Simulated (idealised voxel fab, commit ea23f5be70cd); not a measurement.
The following is a process module called voxel gate over fins.
The cross-section on display is named cut; it measures 280 nm wide, and its cells are 5 nm squares.
Cross-section format: a grid of square cells, given as bands from top to bottom; each band is one or more rows of cells.
It is stipulated that each band's entry specify, in nanometres, the height of the top of the band and then that of its bottom, followed by the materials of the band in left-to-right sequence, each together with its width in nanometres. A single material marked by the word "all across" is understood to fill the band from edge to edge; the word "empty" is understood to denote empty space.
Basically, 0 is our baseline, since under it the wafer straight out of the box is all one material. The bottom band has no lower end and keeps on going down, so it looks like "0 nm and below".
Note: "30->40" means the width goes from the first number (top row of the band) to the second number (bottom row) in equal steps per row of cells.
Where a step carries "nothing was modified", the cross-section came out of it unchanged, cell for cell.
"Trapped void list" specifies each empty space that is not open to the top and that occupies no fewer than 8 cells, using the form width x height at distance, the distance measured from the left edge and all three quantities in nm.
The remark found on a step's line after its settings is issued by the simulator itself and pertains to that step.
The line of a step may include "overlay nm". On a step with a mask, this value is how far to the right of its planned place the mask lay. A negative value means the mask lay to the left.

Intended process steps:
step 1: RECEIVE (material Si)
step 2: CONFORMAL_DEP (material SiN; thk nm 5)
step 3: PATTERN (tone cover; mask id FINS; material resist; width nm 15; pitch nm 45; thk nm 20; overlay nm 0)
step 4: DIRECTIONAL_ETCH (etch materials SiN; depth nm 5)
step 5: DIRECTIONAL_ETCH (etch materials Si; depth nm 35)
step 6: STRIP (etch materials resist)
step 7: FILL_DEP (material SiO2; thk nm 15)
step 8: CMP (height nm 5)
step 9: SELECTIVE_ETCH (etch materials SiO2; depth nm 20)
step 10: STRIP (etch materials SiN)
step 11: CONFORMAL_DEP (material HfO2; thk nm 5)
step 12: CONFORMAL_DEP (material TiN; thk nm 5)
step 13: CONFORMAL_DEP (material TiAl; thk nm 5)
step 14: CONFORMAL_DEP (material TiN; thk nm 5)
step 15: FILL_DEP (material W; thk nm 10)
step 16: CMP (height nm 25)
step 17: CONFORMAL_DEP (material SiN; thk nm 10)

The following pertains to the first of two wafers, which was processed as planned:

Here's what the wafer looked like in cross-section when it arrived - that's after step 1:
	0 nm and below | Si all across
	Trapped void list: none

Wafer after step 2 (cross-section):
	5 nm to 0 nm | SiN all across
	All layers under 0 are left as they were.

Wafer after step 3 (cross-section):
	25 nm to 5 nm | empty 110 / resist 15 / empty 30 / resist 15 / empty 110
	All layers under 5 are left as they were.

Wafer after step 4 (cross-section):
	25 nm to 5 nm | empty 110 / resist 15 / empty 30 / resist 15 / empty 110
	5 nm to 0 nm | empty 110 / SiN 15 / empty 30 / SiN 15 / empty 110
	All layers under 0 are left as they were.

Wafer after step 5 (cross-section):
	25 nm to 5 nm | empty 110 / resist 15 / empty 30 / resist 15 / empty 110
	5 nm to 0 nm | empty 110 / SiN 15 / empty 30 / SiN 15 / empty 110
	0 nm to -35 nm | empty 110 / Si 15 / empty 30 / Si 15 / empty 110
	All layers under -35 are left as they were.

Wafer after step 6 (cross-section):
	5 nm to 0 nm | empty 110 / SiN 15 / empty 30 / SiN 15 / empty 110
	All layers under 0 are left as they were.

Wafer after step 7 (cross-section):
	20 nm to 5 nm | SiO2 all across
	5 nm to 0 nm | SiO2 110 / SiN 15 / SiO2 30 / SiN 15 / SiO2 110
	0 nm to -35 nm | SiO2 110 / Si 15 / SiO2 30 / Si 15 / SiO2 110
	All layers under -35 are left as they were.

Wafer after step 8 (cross-section):
	5 nm to 0 nm | SiO2 110 / SiN 15 / SiO2 30 / SiN 15 / SiO2 110
	All layers under 0 are left as they were.

Wafer after step 9 (cross-section):
	5 nm to 0 nm | empty 110 / SiN 15 / empty 30 / SiN 15 / empty 110
	0 nm to -15 nm | empty 110 / Si 15 / empty 30 / Si 15 / empty 110
	All layers under -15 are left as they were.

Wafer after step 10 (cross-section):
	0 nm to -15 nm | empty 110 / Si 15 / empty 30 / Si 15 / empty 110
	All layers under -15 are left as they were.

Wafer after step 11 (cross-section):
	5 nm to 0 nm | empty 105 / HfO2 25 / empty 20 / HfO2 25 / empty 105
	0 nm to -10 nm | empty 105 / HfO2 5 / Si 15 / HfO2 5 / empty 20 / HfO2 5 / Si 15 / HfO2 5 / empty 105
	-10 nm to -15 nm | HfO2 110 / Si 15 / HfO2 30 / Si 15 / HfO2 110
	All layers under -15 are left as they were.

Wafer after step 12 (cross-section):
	10 nm to 5 nm | empty 100 / TiN 35 / empty 10 / TiN 35 / empty 100
	5 nm to 0 nm | empty 100 / TiN 5 / HfO2 25 / TiN 5 / empty 10 / TiN 5 / HfO2 25 / TiN 5 / empty 100
	0 nm to -5 nm | empty 100 / TiN 5 / HfO2 5 / Si 15 / HfO2 5 / TiN 5 / empty 10 / TiN 5 / HfO2 5 / Si 15 / HfO2 5 / TiN 5 / empty 100
	-5 nm to -10 nm | TiN 105 / HfO2 5 / Si 15 / HfO2 5 / TiN 20 / HfO2 5 / Si 15 / HfO2 5 / TiN 105
	All layers under -10 are left as they were.

Wafer after step 13 (cross-section):
	15 nm to 10 nm | empty 95 / TiAl 90 / empty 95
	10 nm to 5 nm | empty 95 / TiAl 5 / TiN 35 / TiAl 10 / TiN 35 / TiAl 5 / empty 95
	5 nm to 0 nm | empty 95 / TiAl 5 / TiN 5 / HfO2 25 / TiN 5 / TiAl 10 / TiN 5 / HfO2 25 / TiN 5 / TiAl 5 / empty 95
	0 nm to -5 nm | TiAl 100 / TiN 5 / HfO2 5 / Si 15 / HfO2 5 / TiN 5 / TiAl 10 / TiN 5 / HfO2 5 / Si 15 / HfO2 5 / TiN 5 / TiAl 100
	All layers under -5 are left as they were.

Wafer after step 14 (cross-section):
	20 nm to 15 nm | empty 90 / TiN 100 / empty 90
	15 nm to 10 nm | empty 90 / TiN 5 / TiAl 90 / TiN 5 / empty 90
	10 nm to 5 nm | empty 90 / TiN 5 / TiAl 5 / TiN 35 / TiAl 10 / TiN 35 / TiAl 5 / TiN 5 / empty 90
	5 nm to 0 nm | TiN 95 / TiAl 5 / TiN 5 / HfO2 25 / TiN 5 / TiAl 10 / TiN 5 / HfO2 25 / TiN 5 / TiAl 5 / TiN 95
	All layers under 0 are left as they were.

Wafer after step 15 (cross-section):
	30 nm to 20 nm | W all across
	20 nm to 15 nm | W 90 / TiN 100 / W 90
	15 nm to 10 nm | W 90 / TiN 5 / TiAl 90 / TiN 5 / W 90
	10 nm to 5 nm | W 90 / TiN 5 / TiAl 5 / TiN 35 / TiAl 10 / TiN 35 / TiAl 5 / TiN 5 / W 90
	All layers under 5 are left as they were.

Wafer after step 16 (cross-section):
	25 nm to 20 nm | W all across
	All layers under 20 are left as they were.

Wafer after step 17 (cross-section):
	35 nm to 25 nm | SiN all across
	All layers under 25 are left as they were.

Second wafer. Start and plan as for the first. One mistake made in running. Agrees with the first up to and including step 2:

Second wafer profile in section, at the moment step 3 of the plan was meant to be complete:
	25 nm to 5 nm | empty 105 / resist 15 / empty 30 / resist 15 / empty 115
	All layers under 5 are left as they were.

Second wafer profile in section, at the moment step 4 of the plan was meant to be complete:
	25 nm to 5 nm | empty 105 / resist 15 / empty 30 / resist 15 / empty 115
	5 nm to 0 nm | empty 105 / SiN 15 / empty 30 / SiN 15 / empty 115
	All layers under 0 are left as they were.

Second wafer profile in section, at the moment step 5 of the plan was meant to be complete:
	25 nm to 5 nm | empty 105 / resist 15 / empty 30 / resist 15 / empty 115
	5 nm to 0 nm | empty 105 / SiN 15 / empty 30 / SiN 15 / empty 115
	0 nm to -35 nm | empty 105 / Si 15 / empty 30 / Si 15 / empty 115
	All layers under -35 are left as they were.

Second wafer profile in section, at the moment step 6 of the plan was meant to be complete:
	5 nm to 0 nm | empty 105 / SiN 15 / empty 30 / SiN 15 / empty 115
	All layers under 0 are left as they were.

Second wafer profile in section, at the moment step 7 of the plan was meant to be complete:
	20 nm to 5 nm | SiO2 all across
	5 nm to 0 nm | SiO2 105 / SiN 15 / SiO2 30 / SiN 15 / SiO2 115
	0 nm to -35 nm | SiO2 105 / Si 15 / SiO2 30 / Si 15 / SiO2 115
	All layers under -35 are left as they were.

Second wafer profile in section, at the moment step 8 of the plan was meant to be complete:
	5 nm to 0 nm | SiO2 105 / SiN 15 / SiO2 30 / SiN 15 / SiO2 115
	All layers under 0 are left as they were.

Second wafer profile in section, at the moment step 9 of the plan was meant to be complete:
	5 nm to 0 nm | empty 105 / SiN 15 / empty 30 / SiN 15 / empty 115
	0 nm to -15 nm | empty 105 / Si 15 / empty 30 / Si 15 / empty 115
	All layers under -15 are left as they were.

Second wafer profile in section, at the moment step 10 of the plan was meant to be complete:
	0 nm to -15 nm | empty 105 / Si 15 / empty 30 / Si 15 / empty 115
	All layers under -15 are left as they were.

Second wafer profile in section, at the moment step 11 of the plan was meant to be complete:
	5 nm to 0 nm | empty 100 / HfO2 25 / empty 20 / HfO2 25 / empty 110
	0 nm to -10 nm | empty 100 / HfO2 5 / Si 15 / HfO2 5 / empty 20 / HfO2 5 / Si 15 / HfO2 5 / empty 110
	-10 nm to -15 nm | HfO2 105 / Si 15 / HfO2 30 / Si 15 / HfO2 115
	All layers under -15 are left as they were.

Second wafer profile in section, at the moment step 12 of the plan was meant to be complete:
	10 nm to 5 nm | empty 95 / TiN 35 / empty 10 / TiN 35 / empty 105
	5 nm to 0 nm | empty 95 / TiN 5 / HfO2 25 / TiN 5 / empty 10 / TiN 5 / HfO2 25 / TiN 5 / empty 105
	0 nm to -5 nm | empty 95 / TiN 5 / HfO2 5 / Si 15 / HfO2 5 / TiN 5 / empty 10 / TiN 5 / HfO2 5 / Si 15 / HfO2 5 / TiN 5 / empty 105
	-5 nm to -10 nm | TiN 100 / HfO2 5 / Si 15 / HfO2 5 / TiN 20 / HfO2 5 / Si 15 / HfO2 5 / TiN 110
	All layers under -10 are left as they were.

Second wafer profile in section, at the moment step 13 of the plan was meant to be complete:
	15 nm to 10 nm | empty 90 / TiAl 90 / empty 100
	10 nm to 5 nm | empty 90 / TiAl 5 / TiN 35 / TiAl 10 / TiN 35 / TiAl 5 / empty 100
	5 nm to 0 nm | empty 90 / TiAl 5 / TiN 5 / HfO2 25 / TiN 5 / TiAl 10 / TiN 5 / HfO2 25 / TiN 5 / TiAl 5 / empty 100
	0 nm to -5 nm | TiAl 95 / TiN 5 / HfO2 5 / Si 15 / HfO2 5 / TiN 5 / TiAl 10 / TiN 5 / HfO2 5 / Si 15 / HfO2 5 / TiN 5 / TiAl 105
	All layers under -5 are left as they were.

Second wafer profile in section, at the moment step 14 of the plan was meant to be complete:
	20 nm to 15 nm | empty 85 / TiN 100 / empty 95
	15 nm to 10 nm | empty 85 / TiN 5 / TiAl 90 / TiN 5 / empty 95
	10 nm to 5 nm | empty 85 / TiN 5 / TiAl 5 / TiN 35 / TiAl 10 / TiN 35 / TiAl 5 / TiN 5 / empty 95
	5 nm to 0 nm | TiN 90 / TiAl 5 / TiN 5 / HfO2 25 / TiN 5 / TiAl 10 / TiN 5 / HfO2 25 / TiN 5 / TiAl 5 / TiN 100
	All layers under 0 are left as they were.

Second wafer profile in section, at the moment step 15 of the plan was meant to be complete:
	30 nm to 20 nm | W all across
	20 nm to 15 nm | W 85 / TiN 100 / W 95
	15 nm to 10 nm | W 85 / TiN 5 / TiAl 90 / TiN 5 / W 95
	10 nm to 5 nm | W 85 / TiN 5 / TiAl 5 / TiN 35 / TiAl 10 / TiN 35 / TiAl 5 / TiN 5 / W 95
	All layers under 5 are left as they were.

Second wafer profile in section, at the moment step 16 of the plan was meant to be complete:
	25 nm to 20 nm | W all across
	All layers under 20 are left as they were.

Second wafer profile in section, at the moment step 17 of the plan was meant to be complete:
	35 nm to 25 nm | SiN all across
	All layers under 25 are left as they were.
What was done differently from what was planned? contrary to plan, step 3 was performed as PATTERN (tone cover; mask id FINS; material resist; width nm 15; pitch nm 45; thk nm 20; overlay nm -5)
At the end, the second wafer has the same number of cells of each material as the first, but those cells sit in other places.
